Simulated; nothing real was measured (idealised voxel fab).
Presented below is a process module, voxel plated lines.
For reference, the cross-section in this document is cut, with width 265 nm and square cells of 5 nm.
Notation: cross-section as square-cell grid; stated in bands, top first, going down; one or more cell rows per band.
This entry defines a band. It first specifies the height of the band's top and the height of its bottom in nm, and then specifies the band's materials from left to right, stating each material with its width in nm. The word "all across" identifies a single material that fills the band from edge to edge, while the word "blank" identifies empty space.
It should be noted that heights are counted from 0, beneath which the wafer as supplied is of one material throughout, and that the lowest band possesses no lower boundary but continues downward, as written in "0 nm and below".
Per-row width for "30..40": begins at first number (top row of band), ends at second number (bottom row), increment between rows held constant.
Any step labelled "remains unaltered" changed none of the cells in the cross-section.
"Completely enclosed voids": sealed empty spaces, 8 cells or more, no open way to top, listed width x height at distance, with distance from the left edge and width, height and distance in nm.
It should be noted that, on the line of a given step, the content following the step's settings is a remark produced by the simulator itself with respect to that step.
A step's line can hold "overlay nm"; with a mask on that step, the setting says how far right of the planned place the mask lay, while a negative setting says it lay to the left.
These are the steps we planned for the process
1: RECEIVE, material Si
2: CONFORMAL_DEP, material Al2O3, thk nm 10
3: DIRECTIONAL_DEP, material TiN, thk nm 5
4: PATTERN, tone open, mask id LINES, material resist, width nm 15, pitch nm 35, thk nm 20, overlay nm 0
5: EPI, material Ru, thk nm 5
6: STRIP, etch materials resist
7: DIRECTIONAL_ETCH, etch materials TiN, depth nm 5
8: CONFORMAL_DEP, material SiN, thk nm 10
What follows covers the first of two wafers; it ran as planned
As received (post step 1): cross-section
0 nm and below  Si all across
Completely enclosed voids: none
Take a look at the wafer's cross-section after step 2
10 nm to 0 nm  Al2O3 all across
Nothing below the height 0 has changed.
Take a look at the wafer's cross-section after step 3
15 nm to 10 nm  TiN all across
Nothing below the height 10 has changed.
Take a look at the wafer's cross-section after step 4
35 nm to 15 nm  90 nm resist, then 15 nm blank, then 20 nm resist, then 15 nm blank, then 20 nm resist, then 15 nm blank, then 90 nm resist
Nothing below the height 15 has changed.
Take a look at the wafer's cross-section after step 5
35 nm to 20 nm  90 nm resist, then 15 nm blank, then 20 nm resist, then 15 nm blank, then 20 nm resist, then 15 nm blank, then 90 nm resist
20 nm to 15 nm  90 nm resist, then 15 nm Ru, then 20 nm resist, then 15 nm Ru, then 20 nm resist, then 15 nm Ru, then 90 nm resist
Nothing below the height 15 has changed.
Take a look at the wafer's cross-section after step 6
20 nm to 15 nm  90 nm blank, then 15 nm Ru, then 20 nm blank, then 15 nm Ru, then 20 nm blank, then 15 nm Ru, then 90 nm blank
Nothing below the height 15 has changed.
Take a look at the wafer's cross-section after step 7
20 nm to 15 nm  90 nm blank, then 15 nm Ru, then 20 nm blank, then 15 nm Ru, then 20 nm blank, then 15 nm Ru, then 90 nm blank
15 nm to 10 nm  90 nm blank, then 15 nm TiN, then 20 nm blank, then 15 nm TiN, then 20 nm blank, then 15 nm TiN, then 90 nm blank
Nothing below the height 10 has changed.
Take a look at the wafer's cross-section after step 8
30 nm to 20 nm  80 nm blank, then 105 nm SiN, then 80 nm blank
20 nm to 15 nm  90 nm SiN, then 15 nm Ru, then 20 nm SiN, then 15 nm Ru, then 20 nm SiN, then 15 nm Ru, then 90 nm SiN
15 nm to 10 nm  90 nm SiN, then 15 nm TiN, then 20 nm SiN, then 15 nm TiN, then 20 nm SiN, then 15 nm TiN, then 90 nm SiN
Nothing below the height 10 has changed.
Wafer two of the pair: same origin, same plan, one error during the run; identical to wafer one up to and including step 3
Second wafer cross-section, taken as of the time the plan sets for step 4 to be done
35 nm to 15 nm  80 nm resist, then 15 nm blank, then 20 nm resist, then 15 nm blank, then 20 nm resist, then 15 nm blank, then 100 nm resist
Nothing below the height 15 has changed.
Second wafer cross-section, taken as of the time the plan sets for step 5 to be done
35 nm to 20 nm  80 nm resist, then 15 nm blank, then 20 nm resist, then 15 nm blank, then 20 nm resist, then 15 nm blank, then 100 nm resist
20 nm to 15 nm  80 nm resist, then 15 nm Ru, then 20 nm resist, then 15 nm Ru, then 20 nm resist, then 15 nm Ru, then 100 nm resist
Nothing below the height 15 has changed.
Second wafer cross-section, taken as of the time the plan sets for step 6 to be done
20 nm to 15 nm  80 nm blank, then 15 nm Ru, then 20 nm blank, then 15 nm Ru, then 20 nm blank, then 15 nm Ru, then 100 nm blank
Nothing below the height 15 has changed.
Second wafer cross-section, taken as of the time the plan sets for step 7 to be done
20 nm to 15 nm  80 nm blank, then 15 nm Ru, then 20 nm blank, then 15 nm Ru, then 20 nm blank, then 15 nm Ru, then 100 nm blank
15 nm to 10 nm  80 nm blank, then 15 nm TiN, then 20 nm blank, then 15 nm TiN, then 20 nm blank, then 15 nm TiN, then 100 nm blank
Nothing below the height 10 has changed.
Second wafer cross-section, taken as of the time the plan sets for step 8 to be done
30 nm to 20 nm  70 nm blank, then 105 nm SiN, then 90 nm blank
20 nm to 15 nm  80 nm SiN, then 15 nm Ru, then 20 nm SiN, then 15 nm Ru, then 20 nm SiN, then 15 nm Ru, then 100 nm SiN
15 nm to 10 nm  80 nm SiN, then 15 nm TiN, then 20 nm SiN, then 15 nm TiN, then 20 nm SiN, then 15 nm TiN, then 100 nm SiN
Nothing below the height 10 has changed.
What went wrong in running the wafer? heads up, step 4 didn't go per plan, it actually ran as PATTERN, tone open, mask id LINES, material resist, width nm 15, pitch nm 35, thk nm 20, overlay nm -10
At the end, each material covers as many cells on the second wafer as it does on the first, though the cells it covers are elsewhere.
